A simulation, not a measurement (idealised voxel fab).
Process module name: voxel wiring stack
We display cut, a cross-section 235 nm in width whose square cells are each 5 nm.
Square cells in a grid make up a cross-section in this document, and the grid is given as bands, listed from the top down, each one or more rows of cells.
What a band's entry tells you: where the top is and where the bottom is, as heights in nm, and after that what lies inside, material by material from left to right, each with its width in nm. Empty space is written as the word "blank", and a single material marked with the word "full width" occupies the band from edge to edge.
A quick word on heights: they are counted from 0, and under that level the wafer as it came to us is one material throughout. The lowest band is different from the rest in having no bottom; it simply continues downward, written as in "0..down".
When a width is written as two numbers, as in "30..40", the first number is the width in the top row of cells of the band and the second is the width in its bottom row, and the width changes by the same amount from each row to the next.
"nothing got changed" for a step: no cell of the cross-section changed in that step.
For the entry "Sealed internal voids", the listed items are empty spaces with no open way to the top whose size is 8 cells or more; each item follows the pattern width x height at distance, where distance is from the left edge and all three are in nm.
That trailing text on a step's line, after the settings, is the simulator's own remark on the step.
overlay nm: right-of-plan distance of the mask on a masked step; negative values mean left-of-plan.
Below you will find pairs of cross-sections. In each, one shows the wafer before one process step and the other after it, with the after view ending at the lowest band that changed. Under each pair is the step separating them, along with its settings. Do not assume the pairs form a chain: they can come from different runs of this module on the same starting wafer, and a pair continues from the pair above it only when its "Prior to processing" entry says so.

### Prior to processing
95..85  lowk full width
85..80  SiCN full width
80..55  80 of SiO2  5 of TiN  15 of Cu  5 of TiN  20 of SiO2  5 of TiN  15 of Cu  5 of TiN  85 of SiO2
55..50  80 of SiN  25 of TiN  20 of SiN  25 of TiN  85 of SiN
50..35  80 of lowk  5 of SiN  5 of TiN  5 of SiN  140 of lowk
35..30  80 of SiCN  5 of SiN  5 of TiN  5 of SiN  140 of SiCN
30..25  SiO2 full width
25..20  75 of SiO2  35 of SiCN  10 of SiO2  35 of SiCN  80 of SiO2
20..5  75 of SiO2  5 of SiCN  25 of W  5 of SiCN  10 of SiO2  5 of SiCN  25 of W  5 of SiCN  80 of SiO2
5..0  80 of SiCN  25 of TiN  20 of SiCN  25 of TiN  85 of SiCN
0..down  Si full width
Sealed internal voids: none

### Cut View, Post-Step
115..95  80 of resist  15 of blank  30 of resist  15 of blank  95 of resist
Below a height of 95, the structure has not been altered.
Sealed internal voids: none
Looking at the two cross-sections above, the step in the middle is PATTERN, tone open, mask id PLUG_2, material resist, width nm 15, pitch nm 45, thk nm 20, overlay nm 0

Prior to processing: after-state, pair directly above.

### Cut View, Post-Step
115..95  80 of resist  15 of blank  30 of resist  15 of blank  95 of resist
95..85  80 of lowk  15 of blank  30 of lowk  15 of blank  95 of lowk
Below a height of 85, the structure has not been altered.
Sealed internal voids: none
Looking at the two cross-sections above, the step in the middle is DIRECTIONAL_ETCH, etch materials lowk, depth nm 10

Prior to processing: after-state, pair directly above.

### Cut View, Post-Step
115..95  80 of resist  15 of blank  30 of resist  15 of blank  95 of resist
95..85  80 of lowk  15 of blank  30 of lowk  15 of blank  95 of lowk
85..80  80 of SiCN  15 of blank  30 of SiCN  15 of blank  95 of SiCN
Below a height of 80, the structure has not been altered.
Sealed internal voids: none
Looking at the two cross-sections above, the step in the middle is DIRECTIONAL_ETCH, etch materials SiCN, depth nm 5

Prior to processing: after-state, pair directly above.

### Cut View, Post-Step
95..85  80 of lowk  15 of blank  30 of lowk  15 of blank  95 of lowk
Below a height of 85, the structure has not been altered.
Sealed internal voids: none
Looking at the two cross-sections above, the step in the middle is STRIP, etch materials resist

Prior to processing: after-state, pair directly above.

### Cut View, Post-Step
95..90  80 of lowk  15 of blank  30 of lowk  15 of blank  95 of lowk
90..85  80 of lowk  15 of Ru  30 of lowk  15 of Ru  95 of lowk
85..80  80 of SiCN  15 of Ru  30 of SiCN  15 of Ru  95 of SiCN
Below a height of 80, the structure has not been altered.
Sealed internal voids: none
Looking at the two cross-sections above, the step in the middle is EPI, material Ru, thk nm 10

Prior to processing: after-state, pair directly above.

### Cut View, Post-Step
95..85  80 of lowk  15 of Ru  30 of lowk  15 of Ru  95 of lowk
Below a height of 85, the structure has not been altered.
Sealed internal voids: none
Looking at the two cross-sections above, the step in the middle is EPI, material Ru, thk nm 5

Prior to processing: after-state, pair directly above.

### Cut View, Post-Step
100..95  TiN full width
Below a height of 95, the structure has not been altered.
Sealed internal voids: none
Looking at the two cross-sections above, the step in the middle is DIRECTIONAL_DEP, material TiN, thk nm 5

Prior to processing: after-state, pair directly above.

### Cut View, Post-Step
115..100  Ru full width
Below a height of 100, the structure has not been altered.
Sealed internal voids: none
Looking at the two cross-sections above, the step in the middle is DIRECTIONAL_DEP, material Ru, thk nm 15

Prior to processing: after-state, pair directly above.

### Cut View, Post-Step
125..115  aC full width
Below a height of 115, the structure has not been altered.
Sealed internal voids: none
Looking at the two cross-sections above, the step in the middle is DIRECTIONAL_DEP, material aC, thk nm 10

Prior to processing: after-state, pair directly above.

### Cut View, Post-Step
150..125  80 of blank  25 of resist  20 of blank  25 of resist  85 of blank
Below a height of 125, the structure has not been altered.
Sealed internal voids: none
Looking at the two cross-sections above, the step in the middle is PATTERN, tone cover, mask id METAL_3, material resist, width nm 25, pitch nm 45, thk nm 25, overlay nm 0

Prior to processing: after-state, pair directly above.

### Cut View, Post-Step
140..125  80 of blank  25 of resist  20 of blank  25 of resist  85 of blank
125..115  80 of blank  25 of aC  20 of blank  25 of aC  85 of blank
Below a height of 115, the structure has not been altered.
Sealed internal voids: none
Looking at the two cross-sections above, the step in the middle is DIRECTIONAL_ETCH, etch materials aC, depth nm 10

Prior to processing: after-state, pair directly above.

### Cut View, Post-Step
125..115  80 of blank  25 of aC  20 of blank  25 of aC  85 of blank
Below a height of 115, the structure has not been altered.
Sealed internal voids: none
Looking at the two cross-sections above, the step in the middle is STRIP, etch materials resist

Prior to processing: after-state, pair directly above.

### Cut View, Post-Step
125..115  80 of blank  25 of aC  20 of blank  25 of aC  85 of blank
115..100  80 of blank  25 of Ru  20 of blank  25 of Ru  85 of blank
Below a height of 100, the structure has not been altered.
Sealed internal voids: none
Looking at the two cross-sections above, the step in the middle is DIRECTIONAL_ETCH, etch materials Ru, depth nm 15

Prior to processing: after-state, pair directly above.

### Cut View, Post-Step
125..115  80 of blank  25 of aC  20 of blank  25 of aC  85 of blank
115..100  80 of blank  25 of Ru  20 of blank  25 of Ru  85 of blank
100..95  80 of blank  25 of TiN  20 of blank  25 of TiN  85 of blank
Below a height of 95, the structure has not been altered.
Sealed internal voids: none
Looking at the two cross-sections above, the step in the middle is DIRECTIONAL_ETCH, etch materials TiN, depth nm 5

Prior to processing: after-state, pair directly above.

### Cut View, Post-Step
115..100  80 of blank  25 of Ru  20 of blank  25 of Ru  85 of blank
Below a height of 100, the structure has not been altered.
Sealed internal voids: none
Looking at the two cross-sections above, the step in the middle is STRIP, etch materials aC

Prior to processing: after-state, pair directly above.

### Cut View, Post-Step
120..115  75 of blank  35 of SiN  10 of blank  35 of SiN  80 of blank
115..100  75 of blank  5 of SiN  25 of Ru  5 of SiN  10 of blank  5 of SiN  25 of Ru  5 of SiN  80 of blank
100..95  80 of SiN  25 of TiN  20 of SiN  25 of TiN  85 of SiN
Below a height of 95, the structure has not been altered.
Sealed internal voids: none
Looking at the two cross-sections above, the step in the middle is CONFORMAL_DEP, material SiN, thk nm 5

Prior to processing: after-state, pair directly above.

### Cut View, Post-Step
130..120  lowk full width
120..115  75 of lowk  35 of SiN  10 of lowk  35 of SiN  80 of lowk
115..100  75 of lowk  5 of SiN  25 of Ru  5 of SiN  10 of lowk  5 of SiN  25 of Ru  5 of SiN  80 of lowk
Below a height of 100, the structure has not been altered.
Sealed internal voids: none
Looking at the two cross-sections above, the step in the middle is FILL_DEP, material lowk, thk nm 10

Prior to processing: after-state, pair directly above.

### Cut View, Post-Step
115..100  75 of lowk  5 of SiN  25 of Ru  5 of SiN  10 of lowk  5 of SiN  25 of Ru  5 of SiN  80 of lowk
Below a height of 100, the structure has not been altered.
Sealed internal voids: none
Looking at the two cross-sections above, the step in the middle is CMP, height nm 115

Prior to processing: after-state, pair directly above.

### Cut View, Post-Step
120..115  SiCN full width
Below a height of 115, the structure has not been altered.
Sealed internal voids: none
Looking at the two cross-sections above, the step in the middle is CONFORMAL_DEP, material SiCN, thk nm 5

Prior to processing: after-state, pair directly above.

### Cut View, Post-Step
145..120  SiO2 full width
Below a height of 120, the structure has not been altered.
Sealed internal voids: none
Looking at the two cross-sections above, the step in the middle is DIRECTIONAL_DEP, material SiO2, thk nm 25

Prior to processing: after-state, pair directly above.

### Cut View, Post-Step
155..145  aC full width
Below a height of 145, the structure has not been altered.
Sealed internal voids: none
Looking at the two cross-sections above, the step in the middle is DIRECTIONAL_DEP, material aC, thk nm 10

Prior to processing: after-state, pair directly above.

### Cut View, Post-Step
180..155  80 of resist  15 of blank  30 of resist  15 of blank  95 of resist
Below a height of 155, the structure has not been altered.
Sealed internal voids: none
Looking at the two cross-sections above, the step in the middle is PATTERN, tone open, mask id METAL_4_HOLES, material resist, width nm 15, pitch nm 45, thk nm 25, overlay nm 0

Prior to processing: after-state, pair directly above.

### Cut View, Post-Step
170..155  80 of resist  15 of blank  30 of resist  15 of blank  95 of resist
155..145  80 of aC  15 of blank  30 of aC  15 of blank  95 of aC
Below a height of 145, the structure has not been altered.
Sealed internal voids: none
Looking at the two cross-sections above, the step in the middle is DIRECTIONAL_ETCH, etch materials aC, depth nm 10

Prior to processing: after-state, pair directly above.

### Cut View, Post-Step
155..145  80 of aC  15 of blank  30 of aC  15 of blank  95 of aC
Below a height of 145, the structure has not been altered.
Sealed internal voids: none
Looking at the two cross-sections above, the step in the middle is STRIP, etch materials resist

Prior to processing: after-state, pair directly above.

### Cut View, Post-Step
155..145  80 of aC  15 of blank  30 of aC  15 of blank  95 of aC
145..120  80 of SiO2  15 of blank  30 of SiO2  15 of blank  95 of SiO2
Below a height of 120, the structure has not been altered.
Sealed internal voids: none
Looking at the two cross-sections above, the step in the middle is DIRECTIONAL_ETCH, etch materials SiO2, depth nm 25

Prior to processing: after-state, pair directly above.

### Cut View, Post-Step
145..120  80 of SiO2  15 of blank  30 of SiO2  15 of blank  95 of SiO2
Below a height of 120, the structure has not been altered.
Sealed internal voids: none
Looking at the two cross-sections above, the step in the middle is STRIP, etch materials aC

Prior to processing: after-state, pair directly above.

### Cut View, Post-Step
145..130  80 of SiO2  25 of blank  20 of SiO2  25 of blank  85 of SiO2
Below a height of 130, the structure has not been altered.
Sealed internal voids: none
Looking at the two cross-sections above, the step in the middle is MASKED_ETCH, tone open, mask id METAL_4, width nm 25, pitch nm 45, etch materials SiO2, depth nm 15, overlay nm 0

Prior to processing: after-state, pair directly above.

### Cut View, Post-Step
145..130  80 of SiO2  25 of blank  20 of SiO2  25 of blank  85 of SiO2
130..120  80 of SiO2  15 of blank  30 of SiO2  15 of blank  95 of SiO2
120..115  80 of SiCN  15 of blank  30 of SiCN  15 of blank  95 of SiCN
Below a height of 115, the structure has not been altered.
Sealed internal voids: none
Looking at the two cross-sections above, the step in the middle is MASKED_ETCH, tone open, mask id METAL_4, width nm 25, pitch nm 45, etch materials SiCN, depth nm 5, overlay nm 0

Prior to processing: after-state, pair directly above.

### Cut View, Post-Step
150..145  85 of TiN  15 of blank  30 of TiN  15 of blank  90 of TiN
145..135  80 of SiO2  5 of TiN  15 of blank  5 of TiN  20 of SiO2  5 of TiN  15 of blank  5 of TiN  85 of SiO2
135..130  80 of SiO2  5 of TiN  5 of blank  15 of TiN  20 of SiO2  5 of TiN  5 of blank  15 of TiN  85 of SiO2
130..120  80 of SiO2  5 of TiN  5 of blank  5 of TiN  30 of SiO2  5 of TiN  5 of blank  5 of TiN  95 of SiO2
120..115  80 of SiCN  15 of TiN  30 of SiCN  15 of TiN  95 of SiCN
Below a height of 115, the structure has not been altered.
Sealed internal voids: none
Looking at the two cross-sections above, the step in the middle is CONFORMAL_DEP, material TiN, thk nm 5

Prior to processing: after-state, pair directly above.

### Cut View, Post-Step
155..150  Cu full width
150..145  85 of TiN  15 of Cu  30 of TiN  15 of Cu  90 of TiN
145..135  80 of SiO2  5 of TiN  15 of Cu  5 of TiN  20 of SiO2  5 of TiN  15 of Cu  5 of TiN  85 of SiO2
135..130  80 of SiO2  5 of TiN  5 of Cu  15 of TiN  20 of SiO2  5 of TiN  5 of Cu  15 of TiN  85 of SiO2
130..120  80 of SiO2  5 of TiN  5 of Cu  5 of TiN  30 of SiO2  5 of TiN  5 of Cu  5 of TiN  95 of SiO2
Below a height of 120, the structure has not been altered.
Sealed internal voids: none
Looking at the two cross-sections above, the step in the middle is FILL_DEP, material Cu, thk nm 5

Prior to processing: after-state, pair directly above.

### Cut View, Post-Step
145..135  80 of SiO2  5 of TiN  15 of Cu  5 of TiN  20 of SiO2  5 of TiN  15 of Cu  5 of TiN  85 of SiO2
Below a height of 135, the structure has not been altered.
Sealed internal voids: none
Looking at the two cross-sections above, the step in the middle is CMP, height nm 145

Prior to processing: after-state, pair directly above.

### Cut View, Post-Step
150..145  SiN full width
Below a height of 145, the structure has not been altered.
Sealed internal voids: none
Looking at the two cross-sections above, the step in the middle is CONFORMAL_DEP, material SiN, thk nm 5

### Prior to processing
50..35  80 of lowk  15 of Ru  140 of lowk
35..30  80 of SiCN  15 of Ru  140 of SiCN
30..15  75 of SiO2  5 of SiCN  25 of W  5 of SiCN  10 of SiO2  5 of SiCN  25 of W  5 of SiCN  80 of SiO2
15..10  80 of SiCN  25 of TiN  20 of SiCN  25 of TiN  85 of SiCN
10..0  SiO2 full width
0..down  Si full width
Sealed internal voids: none

### Cut View, Post-Step
60..50  70 of blank  35 of Ru  130 of blank
Below a height of 50, the structure has not been altered.
Sealed internal voids: none
Looking at the two cross-sections above, the step in the middle is EPI, material Ru, thk nm 10

Prior to processing: after-state, pair directly above.

### Cut View, Post-Step
65..60  65 of blank  45 of SiN  125 of blank
60..55  65 of blank  5 of SiN  35 of Ru  5 of SiN  125 of blank
55..50  70 of SiN  35 of Ru  130 of SiN
Below a height of 50, the structure has not been altered.
Sealed internal voids: none
Looking at the two cross-sections above, the step in the middle is CONFORMAL_DEP, material SiN, thk nm 5

Prior to processing: after-state, pair directly above.

### Cut View, Post-Step
90..80  65 of blank  45 of SiO2  125 of blank
80..65  SiO2 full width
65..60  65 of SiO2  45 of SiN  125 of SiO2
60..55  65 of SiO2  5 of SiN  35 of Ru  5 of SiN  125 of SiO2
Below a height of 55, the structure has not been altered.
Sealed internal voids: none
Looking at the two cross-sections above, the step in the middle is DIRECTIONAL_DEP, material SiO2, thk nm 25

Prior to processing: after-state, pair directly above.

### Cut View, Post-Step
110..90  80 of resist  25 of blank  20 of resist  25 of blank  85 of resist
90..80  65 of resist  45 of SiO2  15 of resist  25 of blank  85 of resist
Below a height of 80, the structure has not been altered.
Sealed internal voids: none
Looking at the two cross-sections above, the step in the middle is PATTERN, tone open, mask id METAL_2, material resist, width nm 25, pitch nm 45, thk nm 20, overlay nm 0

Prior to processing: after-state, pair directly above.

### Cut View, Post-Step
110..90  80 of resist  25 of blank  20 of resist  25 of blank  85 of resist
90..80  65 of resist  15 of SiO2  25 of blank  5 of SiO2  15 of resist  25 of blank  85 of resist
80..65  80 of SiO2  25 of blank  20 of SiO2  25 of blank  85 of SiO2
65..60  65 of SiO2  45 of SiN  15 of SiO2  25 of blank  85 of SiO2
60..55  65 of SiO2  5 of SiN  35 of Ru  5 of SiN  15 of SiO2  25 of blank  85 of SiO2
Below a height of 55, the structure has not been altered.
Sealed internal voids: none
Looking at the two cross-sections above, the step in the middle is DIRECTIONAL_ETCH, etch materials SiO2, depth nm 25

Prior to processing: after-state, pair directly above.

### Cut View, Post-Step
110..90  80 of resist  25 of blank  20 of resist  25 of blank  85 of resist
90..80  65 of resist  15 of SiO2  25 of blank  5 of SiO2  15 of resist  25 of blank  85 of resist
80..65  80 of SiO2  25 of blank  20 of SiO2  25 of blank  85 of SiO2
65..60  65 of SiO2  15 of SiN  25 of blank  5 of SiN  15 of SiO2  25 of blank  85 of SiO2
60..55  65 of SiO2  5 of SiN  35 of Ru  5 of SiN  15 of SiO2  25 of blank  85 of SiO2
55..50  70 of SiN  35 of Ru  20 of SiN  25 of blank  85 of SiN
Below a height of 50, the structure has not been altered.
Sealed internal voids: none
Looking at the two cross-sections above, the step in the middle is DIRECTIONAL_ETCH, etch materials SiN, depth nm 5

Prior to processing: after-state, pair directly above.

### Cut View, Post-Step
90..80  65 of blank  15 of SiO2  25 of blank  5 of SiO2  125 of blank
Below a height of 80, the structure has not been altered.
Sealed internal voids: none
Looking at the two cross-sections above, the step in the middle is STRIP, etch materials resist

Prior to processing: after-state, pair directly above.

### Cut View, Post-Step
95..90  60 of blank  25 of TiN  15 of blank  15 of TiN  120 of blank
90..85  60 of blank  5 of TiN  15 of SiO2  5 of TiN  15 of blank  5 of TiN  5 of SiO2  5 of TiN  120 of blank
85..80  65 of TiN  15 of SiO2  5 of TiN  15 of blank  5 of TiN  5 of SiO2  20 of TiN  15 of blank  90 of TiN
80..65  80 of SiO2  5 of TiN  15 of blank  5 of TiN  20 of SiO2  5 of TiN  15 of blank  5 of TiN  85 of SiO2
65..60  65 of SiO2  15 of SiN  25 of TiN  5 of SiN  15 of SiO2  5 of TiN  15 of blank  5 of TiN  85 of SiO2
60..55  65 of SiO2  5 of SiN  35 of Ru  5 of SiN  15 of SiO2  5 of TiN  15 of blank  5 of TiN  85 of SiO2
55..50  70 of SiN  35 of Ru  20 of SiN  25 of TiN  85 of SiN
Below a height of 50, the structure has not been altered.
Sealed internal voids: none
Looking at the two cross-sections above, the step in the middle is CONFORMAL_DEP, material TiN, thk nm 5

Prior to processing: after-state, pair directly above.

### Cut View, Post-Step
105..95  Cu full width
95..90  60 of Cu  25 of TiN  15 of Cu  15 of TiN  120 of Cu
90..85  60 of Cu  5 of TiN  15 of SiO2  5 of TiN  15 of Cu  5 of TiN  5 of SiO2  5 of TiN  120 of Cu
85..80  65 of TiN  15 of SiO2  5 of TiN  15 of Cu  5 of TiN  5 of SiO2  20 of TiN  15 of Cu  90 of TiN
80..65  80 of SiO2  5 of TiN  15 of Cu  5 of TiN  20 of SiO2  5 of TiN  15 of Cu  5 of TiN  85 of SiO2
65..60  65 of SiO2  15 of SiN  25 of TiN  5 of SiN  15 of SiO2  5 of TiN  15 of Cu  5 of TiN  85 of SiO2
60..55  65 of SiO2  5 of SiN  35 of Ru  5 of SiN  15 of SiO2  5 of TiN  15 of Cu  5 of TiN  85 of SiO2
Below a height of 55, the structure has not been altered.
Sealed internal voids: none
Looking at the two cross-sections above, the step in the middle is FILL_DEP, material Cu, thk nm 10

Prior to processing: after-state, pair directly above.

### Cut View, Post-Step
80..65  80 of SiO2  5 of TiN  15 of Cu  5 of TiN  20 of SiO2  5 of TiN  15 of Cu  5 of TiN  85 of SiO2
Below a height of 65, the structure has not been altered.
Sealed internal voids: none
Looking at the two cross-sections above, the step in the middle is CMP, height nm 80

Prior to processing: after-state, pair directly above.

### Cut View, Post-Step
85..80  SiCN full width
Below a height of 80, the structure has not been altered.
Sealed internal voids: none
Looking at the two cross-sections above, the step in the middle is CONFORMAL_DEP, material SiCN, thk nm 5

Prior to processing: after-state, pair directly above.

### Cut View, Post-Step
95..85  lowk full width
Below a height of 85, the structure has not been altered.
Sealed internal voids: none
Looking at the two cross-sections above, the step in the middle is DIRECTIONAL_DEP, material lowk, thk nm 10

Prior to processing: after-state, pair directly above.

### Cut View, Post-Step
115..95  80 of resist  15 of blank  30 of resist  15 of blank  95 of resist
Below a height of 95, the structure has not been altered.
Sealed internal voids: none
Looking at the two cross-sections above, the step in the middle is PATTERN, tone open, mask id PLUG_2, material resist, width nm 15, pitch nm 45, thk nm 20, overlay nm 0

Prior to processing: after-state, pair directly above.

### Cut View, Post-Step
115..95  80 of resist  15 of blank  30 of resist  15 of blank  95 of resist
95..85  80 of lowk  15 of blank  30 of lowk  15 of blank  95 of lowk
Below a height of 85, the structure has not been altered.
Sealed internal voids: none
Looking at the two cross-sections above, the step in the middle is DIRECTIONAL_ETCH, etch materials lowk, depth nm 10

Prior to processing: after-state, pair directly above.

### Cut View, Post-Step
115..95  80 of resist  15 of blank  30 of resist  15 of blank  95 of resist
95..85  80 of lowk  15 of blank  30 of lowk  15 of blank  95 of lowk
85..80  80 of SiCN  15 of blank  30 of SiCN  15 of blank  95 of SiCN
Below a height of 80, the structure has not been altered.
Sealed internal voids: none
Looking at the two cross-sections above, the step in the middle is DIRECTIONAL_ETCH, etch materials SiCN, depth nm 5

Prior to processing: after-state, pair directly above.

### Cut View, Post-Step
95..85  80 of lowk  15 of blank  30 of lowk  15 of blank  95 of lowk
Below a height of 85, the structure has not been altered.
Sealed internal voids: none
Looking at the two cross-sections above, the step in the middle is STRIP, etch materials resist

Prior to processing: after-state, pair directly above.

### Cut View, Post-Step
95..90  80 of lowk  15 of blank  30 of lowk  15 of blank  95 of lowk
90..85  80 of lowk  15 of Ru  30 of lowk  15 of Ru  95 of lowk
85..80  80 of SiCN  15 of Ru  30 of SiCN  15 of Ru  95 of SiCN
Below a height of 80, the structure has not been altered.
Sealed internal voids: none
Looking at the two cross-sections above, the step in the middle is EPI, material Ru, thk nm 10

Prior to processing: after-state, pair directly above.

### Cut View, Post-Step
95..85  80 of lowk  15 of Ru  30 of lowk  15 of Ru  95 of lowk
Below a height of 85, the structure has not been altered.
Sealed internal voids: none
Looking at the two cross-sections above, the step in the middle is EPI, material Ru, thk nm 5

Prior to processing: after-state, pair directly above.

### Cut View, Post-Step
100..95  TiN full width
Below a height of 95, the structure has not been altered.
Sealed internal voids: none
Looking at the two cross-sections above, the step in the middle is DIRECTIONAL_DEP, material TiN, thk nm 5

Prior to processing: after-state, pair directly above.

### Cut View, Post-Step
115..100  Ru full width
Below a height of 100, the structure has not been altered.
Sealed internal voids: none
Looking at the two cross-sections above, the step in the middle is DIRECTIONAL_DEP, material Ru, thk nm 15

Prior to processing: after-state, pair directly above.

### Cut View, Post-Step
125..115  aC full width
Below a height of 115, the structure has not been altered.
Sealed internal voids: none
Looking at the two cross-sections above, the step in the middle is DIRECTIONAL_DEP, material aC, thk nm 10

Prior to processing: after-state, pair directly above.

### Cut View, Post-Step
150..125  80 of blank  25 of resist  20 of blank  25 of resist  85 of blank
Below a height of 125, the structure has not been altered.
Sealed internal voids: none
Looking at the two cross-sections above, the step in the middle is PATTERN, tone cover, mask id METAL_3, material resist, width nm 25, pitch nm 45, thk nm 25, overlay nm 0

Prior to processing: after-state, pair directly above.

### Cut View, Post-Step
140..125  80 of blank  25 of resist  20 of blank  25 of resist  85 of blank
125..115  80 of blank  25 of aC  20 of blank  25 of aC  85 of blank
Below a height of 115, the structure has not been altered.
Sealed internal voids: none
Looking at the two cross-sections above, the step in the middle is DIRECTIONAL_ETCH, etch materials aC, depth nm 10

Prior to processing: after-state, pair directly above.

### Cut View, Post-Step
125..115  80 of blank  25 of aC  20 of blank  25 of aC  85 of blank
Below a height of 115, the structure has not been altered.
Sealed internal voids: none
Looking at the two cross-sections above, the step in the middle is STRIP, etch materials resist

Prior to processing: after-state, pair directly above.

### Cut View, Post-Step
125..115  80 of blank  25 of aC  20 of blank  25 of aC  85 of blank
115..100  80 of blank  25 of Ru  20 of blank  25 of Ru  85 of blank
Below a height of 100, the structure has not been altered.
Sealed internal voids: none
Looking at the two cross-sections above, the step in the middle is DIRECTIONAL_ETCH, etch materials Ru, depth nm 15

Prior to processing: after-state, pair directly above.

### Cut View, Post-Step
125..115  80 of blank  25 of aC  20 of blank  25 of aC  85 of blank
115..100  80 of blank  25 of Ru  20 of blank  25 of Ru  85 of blank
100..95  80 of blank  25 of TiN  20 of blank  25 of TiN  85 of blank
Below a height of 95, the structure has not been altered.
Sealed internal voids: none
Looking at the two cross-sections above, the step in the middle is DIRECTIONAL_ETCH, etch materials TiN, depth nm 5

Prior to processing: after-state, pair directly above.

### Cut View, Post-Step
115..100  80 of blank  25 of Ru  20 of blank  25 of Ru  85 of blank
Below a height of 100, the structure has not been altered.
Sealed internal voids: none
Looking at the two cross-sections above, the step in the middle is STRIP, etch materials aC

Prior to processing: after-state, pair directly above.

### Cut View, Post-Step
120..115  75 of blank  35 of SiN  10 of blank  35 of SiN  80 of blank
115..100  75 of blank  5 of SiN  25 of Ru  5 of SiN  10 of blank  5 of SiN  25 of Ru  5 of SiN  80 of blank
100..95  80 of SiN  25 of TiN  20 of SiN  25 of TiN  85 of SiN
Below a height of 95, the structure has not been altered.
Sealed internal voids: none
Looking at the two cross-sections above, the step in the middle is CONFORMAL_DEP, material SiN, thk nm 5

Prior to processing: after-state, pair directly above.

### Cut View, Post-Step
130..120  lowk full width
120..115  75 of lowk  35 of SiN  10 of lowk  35 of SiN  80 of lowk
115..100  75 of lowk  5 of SiN  25 of Ru  5 of SiN  10 of lowk  5 of SiN  25 of Ru  5 of SiN  80 of lowk
Below a height of 100, the structure has not been altered.
Sealed internal voids: none
Looking at the two cross-sections above, the step in the middle is FILL_DEP, material lowk, thk nm 10

Prior to processing: after-state, pair directly above.

### Cut View, Post-Step
115..100  75 of lowk  5 of SiN  25 of Ru  5 of SiN  10 of lowk  5 of SiN  25 of Ru  5 of SiN  80 of lowk
Below a height of 100, the structure has not been altered.
Sealed internal voids: none
Looking at the two cross-sections above, the step in the middle is CMP, height nm 115

Prior to processing: after-state, pair directly above.

### Cut View, Post-Step
120..115  SiCN full width
Below a height of 115, the structure has not been altered.
Sealed internal voids: none
Looking at the two cross-sections above, the step in the middle is CONFORMAL_DEP, material SiCN, thk nm 5

Prior to processing: after-state, pair directly above.

### Cut View, Post-Step
145..120  SiO2 full width
Below a height of 120, the structure has not been altered.
Sealed internal voids: none
Looking at the two cross-sections above, the step in the middle is DIRECTIONAL_DEP, material SiO2, thk nm 25

Prior to processing: after-state, pair directly above.

### Cut View, Post-Step
155..145  aC full width
Below a height of 145, the structure has not been altered.
Sealed internal voids: none
Looking at the two cross-sections above, the step in the middle is DIRECTIONAL_DEP, material aC, thk nm 10

Prior to processing: after-state, pair directly above.

### Cut View, Post-Step
180..155  80 of resist  15 of blank  30 of resist  15 of blank  95 of resist
Below a height of 155, the structure has not been altered.
Sealed internal voids: none
Looking at the two cross-sections above, the step in the middle is PATTERN, tone open, mask id METAL_4_HOLES, material resist, width nm 15, pitch nm 45, thk nm 25, overlay nm 0

Prior to processing: after-state, pair directly above.

### Cut View, Post-Step
170..155  80 of resist  15 of blank  30 of resist  15 of blank  95 of resist
155..145  80 of aC  15 of blank  30 of aC  15 of blank  95 of aC
Below a height of 145, the structure has not been altered.
Sealed internal voids: none
Looking at the two cross-sections above, the step in the middle is DIRECTIONAL_ETCH, etch materials aC, depth nm 10

Prior to processing: after-state, pair directly above.

### Cut View, Post-Step
155..145  80 of aC  15 of blank  30 of aC  15 of blank  95 of aC
Below a height of 145, the structure has not been altered.
Sealed internal voids: none
Looking at the two cross-sections above, the step in the middle is STRIP, etch materials resist

Prior to processing: after-state, pair directly above.

### Cut View, Post-Step
155..145  80 of aC  15 of blank  30 of aC  15 of blank  95 of aC
145..120  80 of SiO2  15 of blank  30 of SiO2  15 of blank  95 of SiO2
Below a height of 120, the structure has not been altered.
Sealed internal voids: none
Looking at the two cross-sections above, the step in the middle is DIRECTIONAL_ETCH, etch materials SiO2, depth nm 25

Prior to processing: after-state, pair directly above.

### Cut View, Post-Step
145..120  80 of SiO2  15 of blank  30 of SiO2  15 of blank  95 of SiO2
Below a height of 120, the structure has not been altered.
Sealed internal voids: none
Looking at the two cross-sections above, the step in the middle is STRIP, etch materials aC

Prior to processing: after-state, pair directly above.

### Cut View, Post-Step
145..130  80 of SiO2  25 of blank  20 of SiO2  25 of blank  85 of SiO2
Below a height of 130, the structure has not been altered.
Sealed internal voids: none
Looking at the two cross-sections above, the step in the middle is MASKED_ETCH, tone open, mask id METAL_4, width nm 25, pitch nm 45, etch materials SiO2, depth nm 15, overlay nm 0

Prior to processing: after-state, pair directly above.

### Cut View, Post-Step
145..130  80 of SiO2  25 of blank  20 of SiO2  25 of blank  85 of SiO2
130..120  80 of SiO2  15 of blank  30 of SiO2  15 of blank  95 of SiO2
120..115  80 of SiCN  15 of blank  30 of SiCN  15 of blank  95 of SiCN
Below a height of 115, the structure has not been altered.
Sealed internal voids: none
Looking at the two cross-sections above, the step in the middle is MASKED_ETCH, tone open, mask id METAL_4, width nm 25, pitch nm 45, etch materials SiCN, depth nm 5, overlay nm 0

Prior to processing: after-state, pair directly above.

### Cut View, Post-Step
150..145  85 of TiN  15 of blank  30 of TiN  15 of blank  90 of TiN
145..135  80 of SiO2  5 of TiN  15 of blank  5 of TiN  20 of SiO2  5 of TiN  15 of blank  5 of TiN  85 of SiO2
135..130  80 of SiO2  5 of TiN  5 of blank  15 of TiN  20 of SiO2  5 of TiN  5 of blank  15 of TiN  85 of SiO2
130..120  80 of SiO2  5 of TiN  5 of blank  5 of TiN  30 of SiO2  5 of TiN  5 of blank  5 of TiN  95 of SiO2
120..115  80 of SiCN  15 of TiN  30 of SiCN  15 of TiN  95 of SiCN
Below a height of 115, the structure has not been altered.
Sealed internal voids: none
Looking at the two cross-sections above, the step in the middle is CONFORMAL_DEP, material TiN, thk nm 5

Prior to processing: after-state, pair directly above.

### Cut View, Post-Step
155..150  Cu full width
150..145  85 of TiN  15 of Cu  30 of TiN  15 of Cu  90 of TiN
145..135  80 of SiO2  5 of TiN  15 of Cu  5 of TiN  20 of SiO2  5 of TiN  15 of Cu  5 of TiN  85 of SiO2
135..130  80 of SiO2  5 of TiN  5 of Cu  15 of TiN  20 of SiO2  5 of TiN  5 of Cu  15 of TiN  85 of SiO2
130..120  80 of SiO2  5 of TiN  5 of Cu  5 of TiN  30 of SiO2  5 of TiN  5 of Cu  5 of TiN  95 of SiO2
Below a height of 120, the structure has not been altered.
Sealed internal voids: none
Looking at the two cross-sections above, the step in the middle is FILL_DEP, material Cu, thk nm 5

Prior to processing: after-state, pair directly above.

### Cut View, Post-Step
145..135  80 of SiO2  5 of TiN  15 of Cu  5 of TiN  20 of SiO2  5 of TiN  15 of Cu  5 of TiN  85 of SiO2
Below a height of 135, the structure has not been altered.
Sealed internal voids: none
Looking at the two cross-sections above, the step in the middle is CMP, height nm 145
